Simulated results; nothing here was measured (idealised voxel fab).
Title: Process Module voxel wiring stack
Section cut is 205 nm wide and gridded with 5 nm square cells.
A cross-section is written here as square cells arranged in a grid, and it is given in bands from the top down, each band taking up one or more rows of cells.
Quick guide to a band line: top height, bottom height (nm) up front; then every material left to right with its width in nm. Only one material and it's marked "all across"? Then it fills the band edge to edge. And "blank" just means empty space.
Heights are expressed relative to 0, this being the level below which the as-received wafer comprises one material exclusively. The lowest band is unbounded in the downward direction and is denoted as in "0 and below".
The two numbers in a width such as "30..40" mark its ends across the band: the first belongs to the top row of cells, the second to the bottom row, and from each row to the next the width moves by the same amount.
"nothing got changed" means the step left every cell of the cross-section as it was.
Under "Closed void roster" you'll find the enclosed gaps, the ones with no way out to the top, that are 8 cells or bigger; each reads width x height at distance, with distance counted from the left edge, everything in nm.
Post-settings text on a step line: simulator's own remark regarding the step.
A step line may carry the setting "overlay nm", which, for steps involving a mask, states the distance by which the mask lay to the right of its intended position; negative values denote displacement to the left.
### Planned process steps
1: RECEIVE: material Si
2: CONFORMAL_DEP: material SiO2, thk nm 10
3: CONFORMAL_DEP: material SiCN, thk nm 5
4: DIRECTIONAL_DEP: material SiO2, thk nm 25
5: PATTERN: tone open, mask id METAL_1, material resist, width nm 25, pitch nm 40, thk nm 15, overlay nm 0
6: DIRECTIONAL_ETCH: etch materials SiO2, depth nm 25
7: DIRECTIONAL_ETCH: etch materials SiCN, depth nm 5
8: STRIP: etch materials resist
9: CONFORMAL_DEP: material TiN, thk nm 5
10: FILL_DEP: material Cu, thk nm 5
11: CMP: height nm 40
12: EPI: material Ru, thk nm 5
13: FILL_DEP: material SiCN, thk nm 5
14: DIRECTIONAL_DEP: material SiO2, thk nm 10
15: MASKED_ETCH: tone open, mask id PLUG_1, width nm 15, pitch nm 40, etch materials SiO2, depth nm 10, overlay nm 0
16: MASKED_ETCH: tone open, mask id PLUG_1, width nm 15, pitch nm 40, etch materials SiCN, depth nm 5, overlay nm 0
17: EPI: material Ru, thk nm 10
18: EPI: material Ru, thk nm 5
19: CONFORMAL_DEP: material SiN, thk nm 5
20: DIRECTIONAL_DEP: material SiO2, thk nm 25
21: MASKED_ETCH: tone open, mask id METAL_2, width nm 25, pitch nm 40, etch materials SiO2, depth nm 25, overlay nm 0
22: MASKED_ETCH: tone open, mask id METAL_2, width nm 25, pitch nm 40, etch materials SiN, depth nm 5, overlay nm 0
23: CONFORMAL_DEP: material TiN, thk nm 5
24: FILL_DEP: material Cu, thk nm 5
25: CMP: height nm 90
26: CONFORMAL_DEP: material SiCN, thk nm 5
27: DIRECTIONAL_DEP: material lowk, thk nm 15
28: MASKED_ETCH: tone open, mask id PLUG_2, width nm 15, pitch nm 40, etch materials lowk, depth nm 15, overlay nm 0
29: MASKED_ETCH: tone open, mask id PLUG_2, width nm 15, pitch nm 40, etch materials SiCN, depth nm 5, overlay nm 0
30: EPI: material Ru, thk nm 10
31: EPI: material Ru, thk nm 10
32: CONFORMAL_DEP: material SiCN, thk nm 5
33: DIRECTIONAL_DEP: material lowk, thk nm 20
34: DIRECTIONAL_DEP: material aC, thk nm 15
35: PATTERN: tone open, mask id METAL_3, material resist, width nm 25, pitch nm 40, thk nm 35, overlay nm 0
36: DIRECTIONAL_ETCH: etch materials aC, depth nm 15
37: STRIP: etch materials resist
38: DIRECTIONAL_ETCH: etch materials lowk, depth nm 20
39: DIRECTIONAL_ETCH: etch materials SiCN, depth nm 5
40: STRIP: etch materials aC
41: CONFORMAL_DEP: material TiN, thk nm 5
42: FILL_DEP: material Cu, thk nm 10
43: CMP: height nm 135
44: CONFORMAL_DEP: material SiN, thk nm 5
Be aware that, although all wafers share a common starting state, the thk nm at step 19 differs among them, and the plan displays the first wafer's value.
### This is how the first of several wafers looked in cross-section when it arrived, which is after step 1
  0 and below = Si all across
  Closed void roster: none
### Basically each wafer gets a line in the table, showing it at the end of the module: material by material, the cells it gained (+) or lost (-) since we got it, then its closed voids
thk nm 5; +168 Cu; +112 Ru; +113 SiCN; +62 SiN; +350 SiO2; +172 TiN; +171 lowk; Closed void roster: none
thk nm 10; +156 Cu; +112 Ru; +113 SiCN; +103 SiN; +329 SiO2; +164 TiN; +171 lowk; Closed void roster: none
thk nm 15; +144 Cu; +112 Ru; +113 SiCN; +144 SiN; +308 SiO2; +156 TiN; +171 lowk; Closed void roster: none
thk nm 20; +132 Cu; +112 Ru; +113 SiCN; +185 SiN; +287 SiO2; +148 TiN; +171 lowk; Closed void roster: none
